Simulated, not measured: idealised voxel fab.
process module | voxel released beams
cross-section cut | 250 nm wide | cells 5 nm
A cross-section is a grid of square cells, given in bands from the top down. A band is one or more rows of cells.
Each band's line starts with the height of the band's top and of its bottom, in nm. Then come its materials from left to right, each with its width in nm. One material with "throughout" fills the band from edge to edge. "air" is empty space.
Height 0 is the level under which the wafer as received is all one material. The lowest band goes on downwards, as in "0 down".
A width such as "30 to 40" changes by the same amount from each row of cells to the next, from the band's top row to its bottom row.
"no change" after a step means that no cell of the cross-section changed.
closed voids: empty space of 8 cells or more with no open way to the top, each as width x height at its distance from the left edge, in nm
after a step's settings: what the simulator itself notes on the step
overlay nm, on a step with a mask: how far to the right of its planned place the mask lay; to the left if negative
plan
1 op RECEIVE | material Si
2 op CONFORMAL_DEP | material Al2O3 | thk nm 10
3 op DIRECTIONAL_DEP | material SiO2 | thk nm 15
4 op MASKED_ETCH | tone open | mask id ANCHOR | width nm 25 | etch materials SiO2 | depth nm 15 | overlay nm 0
5 op CONFORMAL_DEP | material W | thk nm 10
6 op DIRECTIONAL_DEP | material aC | thk nm 15
7 op PATTERN | tone cover | mask id BEAM | material resist | width nm 110 | thk nm 30 | overlay nm 0
8 op DIRECTIONAL_ETCH | etch materials aC | depth nm 15
9 op STRIP | etch materials resist
10 op DIRECTIONAL_ETCH | etch materials W | depth nm 10
11 op STRIP | etch materials aC
12 op STRIP | etch materials SiO2
first wafer, as planned
as received, after step 1
  0 down: Si throughout
  closed voids: none
after step 2
  10 to 0: Al2O3 throughout
  below 0: unchanged
after step 3
  25 to 10: SiO2 throughout
  below 10: unchanged
after step 4
  25 to 10: SiO2 70 | air 25 | SiO2 155
  below 10: unchanged
after step 5
  35 to 25: W 80 | air 5 | W 165
  25 to 20: SiO2 70 | W 10 | air 5 | W 10 | SiO2 155
  20 to 10: SiO2 70 | W 25 | SiO2 155
  below 10: unchanged
after step 6
  50 to 35: aC 80 | air 5 | aC 165
  35 to 25: W 80 | aC 5 | W 165
  25 to 20: SiO2 70 | W 10 | aC 5 | W 10 | SiO2 155
  below 20: unchanged
after step 7
  80 to 50: air 65 | resist 110 | air 75
  50 to 35: aC 80 | resist 5 | aC 165
  below 35: unchanged
after step 8
  65 to 50: air 65 | resist 110 | air 75
  50 to 35: air 65 | aC 15 | resist 5 | aC 90 | air 75
  below 35: unchanged
after step 9
  50 to 35: air 65 | aC 15 | air 5 | aC 90 | air 75
  below 35: unchanged
after step 10
  50 to 35: air 65 | aC 15 | air 5 | aC 90 | air 75
  35 to 25: air 65 | W 15 | aC 5 | W 90 | air 75
  below 25: unchanged
after step 11
  35 to 25: air 65 | W 15 | air 5 | W 90 | air 75
  25 to 20: SiO2 70 | W 10 | air 5 | W 10 | SiO2 155
  below 20: unchanged
after step 12
  35 to 25: air 65 | W 15 | air 5 | W 90 | air 75
  25 to 20: air 70 | W 10 | air 5 | W 10 | air 155
  20 to 10: air 70 | W 25 | air 155
  below 10: unchanged
second wafer: like start, like plan, one mistake. Through step 6 it matches the first wafer
when step 7 should have ended
  80 to 50: air 60 | resist 110 | air 80
  50 to 35: aC 80 | resist 5 | aC 165
  below 35: unchanged
when step 8 should have ended
  65 to 50: air 60 | resist 110 | air 80
  50 to 35: air 60 | aC 20 | resist 5 | aC 85 | air 80
  below 35: unchanged
when step 9 should have ended
  50 to 35: air 60 | aC 20 | air 5 | aC 85 | air 80
  below 35: unchanged
when step 10 should have ended
  50 to 35: air 60 | aC 20 | air 5 | aC 85 | air 80
  35 to 25: air 60 | W 20 | aC 5 | W 85 | air 80
  below 25: unchanged
when step 11 should have ended
  35 to 25: air 60 | W 20 | air 5 | W 85 | air 80
  25 to 20: SiO2 70 | W 10 | air 5 | W 10 | SiO2 155
  below 20: unchanged
when step 12 should have ended
  35 to 25: air 60 | W 20 | air 5 | W 85 | air 80
  25 to 20: air 70 | W 10 | air 5 | W 10 | air 155
  20 to 10: air 70 | W 25 | air 155
  below 10: unchanged
what went wrong: step 7 ran as: op PATTERN | tone cover | mask id BEAM | material resist | width nm 110 | thk nm 30 | overlay nm -5
at the end the second wafer has, in cells: as many of each material as the first, in other places
